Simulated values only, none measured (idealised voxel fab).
The process module that follows is named voxel capacitor over wiring.
Cross-section cut: width 235 nm, square cells of 5 nm.
Square cells in a grid make up a cross-section in this document, and the grid is given as bands, listed from the top down, each one or more rows of cells.
The band entry comprises the height of the band's top followed by the height of its bottom, expressed in nm, and subsequently the band's materials from left to right, each stated together with its width in nm. Where a single material is marked with the word "edge to edge", that material fills the band from edge to edge. The word "air" represents empty space.
Convention: height 0 is the level below which the wafer, as received, is all one material. The lowest band does not terminate at the bottom but continues downward, represented as "from 0 down".
Per-row width for "30 to 40": begins at first number (top row of band), ends at second number (bottom row), increment between rows held constant.
It should be understood that the words "remained the same", when stated for a given step, signify that the cross-section underwent no change in any of its cells during that step.
Listed in "Voids, fully enclosed": every empty space of 8 or more cells without an open way to the top. Form: width x height at distance, the distance being from the left edge, all in nm.
On a step's line, text after the settings is the simulator commenting on that step.
For masked steps, "overlay nm" on the step line gives how far right of plan the mask actually lay; a minus sign means it lay to the left.
SET OUT BELOW ARE THE PLANNED STEPS OF THE PROCESS
- 1: RECEIVE,material Si
- 2: CONFORMAL_DEP,material SiO2,thk nm 15
- 3: CONFORMAL_DEP,material SiCN,thk nm 5
- 4: DIRECTIONAL_DEP,material SiO2,thk nm 15
- 5: DIRECTIONAL_DEP,material aC,thk nm 10
- 6: PATTERN,tone open,mask id METAL_1,material resist,width nm 30,pitch nm 95,thk nm 25,overlay nm 0
- 7: DIRECTIONAL_ETCH,etch materials aC,depth nm 10
- 8: STRIP,etch materials resist
- 9: DIRECTIONAL_ETCH,etch materials SiO2,depth nm 15
- 10: DIRECTIONAL_ETCH,etch materials SiCN,depth nm 5
- 11: STRIP,etch materials aC
- 12: CONFORMAL_DEP,material TiN,thk nm 5
- 13: FILL_DEP,material Cu,thk nm 5
- 14: CMP,height nm 35
- 15: CONFORMAL_DEP,material SiCN,thk nm 5
- 16: DIRECTIONAL_DEP,material SiO2,thk nm 15
- 17: MASKED_ETCH,tone open,mask id PLUG_1,width nm 15,etch materials SiO2,depth nm 15,overlay nm 0
- 18: MASKED_ETCH,tone open,mask id PLUG_1,width nm 15,etch materials SiCN,depth nm 5,overlay nm 0
- 19: CONFORMAL_DEP,material TiN,thk nm 5
- 20: FILL_DEP,material Cu,thk nm 10
- 21: CMP,height nm 55
- 22: DIRECTIONAL_DEP,material TiN,thk nm 10
- 23: DIRECTIONAL_DEP,material SiN,thk nm 5
- 24: DIRECTIONAL_DEP,material TiN,thk nm 5
- 25: PATTERN,tone cover,mask id UPPER_PLATE,material resist,width nm 70,thk nm 20,overlay nm 0
- 26: DIRECTIONAL_ETCH,etch materials TiN,depth nm 5
- 27: DIRECTIONAL_ETCH,etch materials SiN,depth nm 5
- 28: STRIP,etch materials resist
- 29: PATTERN,tone cover,mask id LOWER_PLATE,material resist,width nm 80,thk nm 20,overlay nm 0
- 30: DIRECTIONAL_ETCH,etch materials TiN,depth nm 10
- 31: STRIP,etch materials resist
- 32: FILL_DEP,material SiO2,thk nm 20
- 33: CMP,height nm 90
- 34: DIRECTIONAL_DEP,material aC,thk nm 10
- 35: PATTERN,tone open,mask id PLUG_2,material resist,width nm 15,thk nm 30,overlay nm 0
- 36: DIRECTIONAL_ETCH,etch materials aC,depth nm 10
- 37: STRIP,etch materials resist
- 38: DIRECTIONAL_ETCH,etch materials SiO2,depth nm 15
- 39: STRIP,etch materials aC
- 40: CONFORMAL_DEP,material TiN,thk nm 5
- 41: FILL_DEP,material Ru,thk nm 10
- 42: CMP,height nm 90
- 43: CONFORMAL_DEP,material SiCN,thk nm 5
OF TWO WAFERS, THE FIRST: RUN ACCORDING TO PLAN
CROSS-SECTION OF THE INCOMING WAFER, STATE AFTER STEP 1
  from 0 down  Si edge to edge
  Voids, fully enclosed: none
SO THIS IS THE WAFER CROSS-SECTION RIGHT AFTER STEP 2
  from 15 to 0  SiO2 edge to edge
  All layers under 0 are left as they were.
SO THIS IS THE WAFER CROSS-SECTION RIGHT AFTER STEP 3
  from 20 to 15  SiCN edge to edge
  All layers under 15 are left as they were.
SO THIS IS THE WAFER CROSS-SECTION RIGHT AFTER STEP 4
  from 35 to 20  SiO2 edge to edge
  All layers under 20 are left as they were.
SO THIS IS THE WAFER CROSS-SECTION RIGHT AFTER STEP 5
  from 45 to 35  aC edge to edge
  All layers under 35 are left as they were.
SO THIS IS THE WAFER CROSS-SECTION RIGHT AFTER STEP 6
  from 70 to 45  resist: 55, then air: 30, then resist: 65, then air: 30, then resist: 55
  All layers under 45 are left as they were.
SO THIS IS THE WAFER CROSS-SECTION RIGHT AFTER STEP 7
  from 60 to 45  resist: 55, then air: 30, then resist: 65, then air: 30, then resist: 55
  from 45 to 35  aC: 55, then air: 30, then aC: 65, then air: 30, then aC: 55
  All layers under 35 are left as they were.
SO THIS IS THE WAFER CROSS-SECTION RIGHT AFTER STEP 8
  from 45 to 35  aC: 55, then air: 30, then aC: 65, then air: 30, then aC: 55
  All layers under 35 are left as they were.
SO THIS IS THE WAFER CROSS-SECTION RIGHT AFTER STEP 9
  from 45 to 35  aC: 55, then air: 30, then aC: 65, then air: 30, then aC: 55
  from 35 to 20  SiO2: 55, then air: 30, then SiO2: 65, then air: 30, then SiO2: 55
  All layers under 20 are left as they were.
SO THIS IS THE WAFER CROSS-SECTION RIGHT AFTER STEP 10
  from 45 to 35  aC: 55, then air: 30, then aC: 65, then air: 30, then aC: 55
  from 35 to 20  SiO2: 55, then air: 30, then SiO2: 65, then air: 30, then SiO2: 55
  from 20 to 15  SiCN: 55, then air: 30, then SiCN: 65, then air: 30, then SiCN: 55
  All layers under 15 are left as they were.
SO THIS IS THE WAFER CROSS-SECTION RIGHT AFTER STEP 11
  from 35 to 20  SiO2: 55, then air: 30, then SiO2: 65, then air: 30, then SiO2: 55
  All layers under 20 are left as they were.
SO THIS IS THE WAFER CROSS-SECTION RIGHT AFTER STEP 12
  from 40 to 35  TiN: 60, then air: 20, then TiN: 75, then air: 20, then TiN: 60
  from 35 to 20  SiO2: 55, then TiN: 5, then air: 20, then TiN: 5, then SiO2: 65, then TiN: 5, then air: 20, then TiN: 5, then SiO2: 55
  from 20 to 15  SiCN: 55, then TiN: 30, then SiCN: 65, then TiN: 30, then SiCN: 55
  All layers under 15 are left as they were.
SO THIS IS THE WAFER CROSS-SECTION RIGHT AFTER STEP 13
  from 45 to 40  Cu edge to edge
  from 40 to 35  TiN: 60, then Cu: 20, then TiN: 75, then Cu: 20, then TiN: 60
  from 35 to 20  SiO2: 55, then TiN: 5, then Cu: 20, then TiN: 5, then SiO2: 65, then TiN: 5, then Cu: 20, then TiN: 5, then SiO2: 55
  All layers under 20 are left as they were.
SO THIS IS THE WAFER CROSS-SECTION RIGHT AFTER STEP 14
  from 35 to 20  SiO2: 55, then TiN: 5, then Cu: 20, then TiN: 5, then SiO2: 65, then TiN: 5, then Cu: 20, then TiN: 5, then SiO2: 55
  All layers under 20 are left as they were.
SO THIS IS THE WAFER CROSS-SECTION RIGHT AFTER STEP 15
  from 40 to 35  SiCN edge to edge
  All layers under 35 are left as they were.
SO THIS IS THE WAFER CROSS-SECTION RIGHT AFTER STEP 16
  from 55 to 40  SiO2 edge to edge
  All layers under 40 are left as they were.
SO THIS IS THE WAFER CROSS-SECTION RIGHT AFTER STEP 17
  from 55 to 40  SiO2: 70, then air: 15, then SiO2: 150
  All layers under 40 are left as they were.
SO THIS IS THE WAFER CROSS-SECTION RIGHT AFTER STEP 18
  from 55 to 40  SiO2: 70, then air: 15, then SiO2: 150
  from 40 to 35  SiCN: 70, then air: 15, then SiCN: 150
  All layers under 35 are left as they were.
SO THIS IS THE WAFER CROSS-SECTION RIGHT AFTER STEP 19
  from 60 to 55  TiN: 75, then air: 5, then TiN: 155
  from 55 to 40  SiO2: 70, then TiN: 5, then air: 5, then TiN: 5, then SiO2: 150
  from 40 to 35  SiCN: 70, then TiN: 15, then SiCN: 150
  All layers under 35 are left as they were.
SO THIS IS THE WAFER CROSS-SECTION RIGHT AFTER STEP 20
  from 70 to 60  Cu edge to edge
  from 60 to 55  TiN: 75, then Cu: 5, then TiN: 155
  from 55 to 40  SiO2: 70, then TiN: 5, then Cu: 5, then TiN: 5, then SiO2: 150
  All layers under 40 are left as they were.
SO THIS IS THE WAFER CROSS-SECTION RIGHT AFTER STEP 21
  from 55 to 40  SiO2: 70, then TiN: 5, then Cu: 5, then TiN: 5, then SiO2: 150
  All layers under 40 are left as they were.
SO THIS IS THE WAFER CROSS-SECTION RIGHT AFTER STEP 22
  from 65 to 55  TiN edge to edge
  All layers under 55 are left as they were.
SO THIS IS THE WAFER CROSS-SECTION RIGHT AFTER STEP 23
  from 70 to 65  SiN edge to edge
  All layers under 65 are left as they were.
SO THIS IS THE WAFER CROSS-SECTION RIGHT AFTER STEP 24
  from 75 to 70  TiN edge to edge
  All layers under 70 are left as they were.
SO THIS IS THE WAFER CROSS-SECTION RIGHT AFTER STEP 25
  from 95 to 75  air: 70, then resist: 70, then air: 95
  All layers under 75 are left as they were.
SO THIS IS THE WAFER CROSS-SECTION RIGHT AFTER STEP 26
  from 95 to 75  air: 70, then resist: 70, then air: 95
  from 75 to 70  air: 70, then TiN: 70, then air: 95
  All layers under 70 are left as they were.
SO THIS IS THE WAFER CROSS-SECTION RIGHT AFTER STEP 27
  from 95 to 75  air: 70, then resist: 70, then air: 95
  from 75 to 70  air: 70, then TiN: 70, then air: 95
  from 70 to 65  air: 70, then SiN: 70, then air: 95
  All layers under 65 are left as they were.
SO THIS IS THE WAFER CROSS-SECTION RIGHT AFTER STEP 28
  from 75 to 70  air: 70, then TiN: 70, then air: 95
  All layers under 70 are left as they were.
SO THIS IS THE WAFER CROSS-SECTION RIGHT AFTER STEP 29
  from 95 to 75  air: 65, then resist: 80, then air: 90
  from 75 to 70  air: 65, then resist: 5, then TiN: 70, then resist: 5, then air: 90
  from 70 to 65  air: 65, then resist: 5, then SiN: 70, then resist: 5, then air: 90
  All layers under 65 are left as they were.
SO THIS IS THE WAFER CROSS-SECTION RIGHT AFTER STEP 30
  from 95 to 75  air: 65, then resist: 80, then air: 90
  from 75 to 70  air: 65, then resist: 5, then TiN: 70, then resist: 5, then air: 90
  from 70 to 65  air: 65, then resist: 5, then SiN: 70, then resist: 5, then air: 90
  from 65 to 55  air: 65, then TiN: 80, then air: 90
  All layers under 55 are left as they were.
SO THIS IS THE WAFER CROSS-SECTION RIGHT AFTER STEP 31
  from 75 to 70  air: 70, then TiN: 70, then air: 95
  from 70 to 65  air: 70, then SiN: 70, then air: 95
  All layers under 65 are left as they were.
SO THIS IS THE WAFER CROSS-SECTION RIGHT AFTER STEP 32
  from 95 to 75  SiO2 edge to edge
  from 75 to 70  SiO2: 70, then TiN: 70, then SiO2: 95
  from 70 to 65  SiO2: 70, then SiN: 70, then SiO2: 95
  from 65 to 55  SiO2: 65, then TiN: 80, then SiO2: 90
  All layers under 55 are left as they were.
SO THIS IS THE WAFER CROSS-SECTION RIGHT AFTER STEP 33
  from 90 to 75  SiO2 edge to edge
  All layers under 75 are left as they were.
SO THIS IS THE WAFER CROSS-SECTION RIGHT AFTER STEP 34
  from 100 to 90  aC edge to edge
  All layers under 90 are left as they were.
SO THIS IS THE WAFER CROSS-SECTION RIGHT AFTER STEP 35
  from 130 to 100  resist: 80, then air: 15, then resist: 140
  All layers under 100 are left as they were.
SO THIS IS THE WAFER CROSS-SECTION RIGHT AFTER STEP 36
  from 120 to 100  resist: 80, then air: 15, then resist: 140
  from 100 to 90  aC: 80, then air: 15, then aC: 140
  All layers under 90 are left as they were.
SO THIS IS THE WAFER CROSS-SECTION RIGHT AFTER STEP 37
  from 100 to 90  aC: 80, then air: 15, then aC: 140
  All layers under 90 are left as they were.
SO THIS IS THE WAFER CROSS-SECTION RIGHT AFTER STEP 38
  from 100 to 90  aC: 80, then air: 15, then aC: 140
  from 90 to 75  SiO2: 80, then air: 15, then SiO2: 140
  All layers under 75 are left as they were.
SO THIS IS THE WAFER CROSS-SECTION RIGHT AFTER STEP 39
  from 90 to 75  SiO2: 80, then air: 15, then SiO2: 140
  All layers under 75 are left as they were.
SO THIS IS THE WAFER CROSS-SECTION RIGHT AFTER STEP 40
  from 95 to 90  TiN: 85, then air: 5, then TiN: 145
  from 90 to 80  SiO2: 80, then TiN: 5, then air: 5, then TiN: 5, then SiO2: 140
  from 80 to 70  SiO2: 80 to 70, then TiN: 15 to 70, then SiO2: 140 to 95
  All layers under 70 are left as they were.
SO THIS IS THE WAFER CROSS-SECTION RIGHT AFTER STEP 41
  from 105 to 95  Ru edge to edge
  from 95 to 90  TiN: 85, then Ru: 5, then TiN: 145
  from 90 to 80  SiO2: 80, then TiN: 5, then Ru: 5, then TiN: 5, then SiO2: 140
  All layers under 80 are left as they were.
SO THIS IS THE WAFER CROSS-SECTION RIGHT AFTER STEP 42
  from 90 to 80  SiO2: 80, then TiN: 5, then Ru: 5, then TiN: 5, then SiO2: 140
  All layers under 80 are left as they were.
SO THIS IS THE WAFER CROSS-SECTION RIGHT AFTER STEP 43
  from 95 to 90  SiCN edge to edge
  All layers under 90 are left as they were.
THE SECOND WAFER: IDENTICAL TO THE FIRST AT THE OUTSET AND IN ITS PLANNED SEQUENCE, DIFFERING ONLY IN THAT ONE MISTAKE WAS MADE DURING PROCESSING; UP TO AND INCLUDING STEP 24, ITS PATH IS THE FIRST WAFER'S PATH
SECOND WAFER SHOWN IN CROSS-SECTION AT THE TIME STEP 25 WAS SLATED TO END
  from 95 to 75  air: 65, then resist: 70, then air: 100
  All layers under 75 are left as they were.
SECOND WAFER SHOWN IN CROSS-SECTION AT THE TIME STEP 26 WAS SLATED TO END
  from 95 to 75  air: 65, then resist: 70, then air: 100
  from 75 to 70  air: 65, then TiN: 70, then air: 100
  All layers under 70 are left as they were.
SECOND WAFER SHOWN IN CROSS-SECTION AT THE TIME STEP 27 WAS SLATED TO END
  from 95 to 75  air: 65, then resist: 70, then air: 100
  from 75 to 70  air: 65, then TiN: 70, then air: 100
  from 70 to 65  air: 65, then SiN: 70, then air: 100
  All layers under 65 are left as they were.
SECOND WAFER SHOWN IN CROSS-SECTION AT THE TIME STEP 28 WAS SLATED TO END
  from 75 to 70  air: 65, then TiN: 70, then air: 100
  All layers under 70 are left as they were.
SECOND WAFER SHOWN IN CROSS-SECTION AT THE TIME STEP 29 WAS SLATED TO END
  from 95 to 75  air: 65, then resist: 80, then air: 90
  from 75 to 70  air: 65, then TiN: 70, then resist: 10, then air: 90
  from 70 to 65  air: 65, then SiN: 70, then resist: 10, then air: 90
  All layers under 65 are left as they were.
SECOND WAFER SHOWN IN CROSS-SECTION AT THE TIME STEP 30 WAS SLATED TO END
  from 95 to 75  air: 65, then resist: 80, then air: 90
  from 75 to 70  air: 65, then TiN: 70, then resist: 10, then air: 90
  from 70 to 65  air: 65, then SiN: 70, then resist: 10, then air: 90
  from 65 to 55  air: 65, then TiN: 80, then air: 90
  All layers under 55 are left as they were.
SECOND WAFER SHOWN IN CROSS-SECTION AT THE TIME STEP 31 WAS SLATED TO END
  from 75 to 70  air: 65, then TiN: 70, then air: 100
  from 70 to 65  air: 65, then SiN: 70, then air: 100
  All layers under 65 are left as they were.
SECOND WAFER SHOWN IN CROSS-SECTION AT THE TIME STEP 32 WAS SLATED TO END
  from 95 to 75  SiO2 edge to edge
  from 75 to 70  SiO2: 65, then TiN: 70, then SiO2: 100
  from 70 to 65  SiO2: 65, then SiN: 70, then SiO2: 100
  from 65 to 55  SiO2: 65, then TiN: 80, then SiO2: 90
  All layers under 55 are left as they were.
SECOND WAFER SHOWN IN CROSS-SECTION AT THE TIME STEP 33 WAS SLATED TO END
  from 90 to 75  SiO2 edge to edge
  All layers under 75 are left as they were.
SECOND WAFER SHOWN IN CROSS-SECTION AT THE TIME STEP 34 WAS SLATED TO END
  from 100 to 90  aC edge to edge
  All layers under 90 are left as they were.
SECOND WAFER SHOWN IN CROSS-SECTION AT THE TIME STEP 35 WAS SLATED TO END
  from 130 to 100  resist: 80, then air: 15, then resist: 140
  All layers under 100 are left as they were.
SECOND WAFER SHOWN IN CROSS-SECTION AT THE TIME STEP 36 WAS SLATED TO END
  from 120 to 100  resist: 80, then air: 15, then resist: 140
  from 100 to 90  aC: 80, then air: 15, then aC: 140
  All layers under 90 are left as they were.
SECOND WAFER SHOWN IN CROSS-SECTION AT THE TIME STEP 37 WAS SLATED TO END
  from 100 to 90  aC: 80, then air: 15, then aC: 140
  All layers under 90 are left as they were.
SECOND WAFER SHOWN IN CROSS-SECTION AT THE TIME STEP 38 WAS SLATED TO END
  from 100 to 90  aC: 80, then air: 15, then aC: 140
  from 90 to 75  SiO2: 80, then air: 15, then SiO2: 140
  All layers under 75 are left as they were.
SECOND WAFER SHOWN IN CROSS-SECTION AT THE TIME STEP 39 WAS SLATED TO END
  from 90 to 75  SiO2: 80, then air: 15, then SiO2: 140
  All layers under 75 are left as they were.
SECOND WAFER SHOWN IN CROSS-SECTION AT THE TIME STEP 40 WAS SLATED TO END
  from 95 to 90  TiN: 85, then air: 5, then TiN: 145
  from 90 to 80  SiO2: 80, then TiN: 5, then air: 5, then TiN: 5, then SiO2: 140
  from 80 to 70  SiO2: 80 to 65, then TiN: 15 to 70, then SiO2: 140 to 100
  All layers under 70 are left as they were.
SECOND WAFER SHOWN IN CROSS-SECTION AT THE TIME STEP 41 WAS SLATED TO END
  from 105 to 95  Ru edge to edge
  from 95 to 90  TiN: 85, then Ru: 5, then TiN: 145
  from 90 to 80  SiO2: 80, then TiN: 5, then Ru: 5, then TiN: 5, then SiO2: 140
  All layers under 80 are left as they were.
SECOND WAFER SHOWN IN CROSS-SECTION AT THE TIME STEP 42 WAS SLATED TO END
  from 90 to 80  SiO2: 80, then TiN: 5, then Ru: 5, then TiN: 5, then SiO2: 140
  All layers under 80 are left as they were.
SECOND WAFER SHOWN IN CROSS-SECTION AT THE TIME STEP 43 WAS SLATED TO END
  from 95 to 90  SiCN edge to edge
  All layers under 90 are left as they were.
Deviation noted in wafer processing: step 25, actual vs plan mismatch, actual run PATTERN,tone cover,mask id UPPER_PLATE,material resist,width nm 70,thk nm 20,overlay nm -5
By the end, you'd get the same cell count for each material on either wafer, but the second wafer puts them somewhere else.
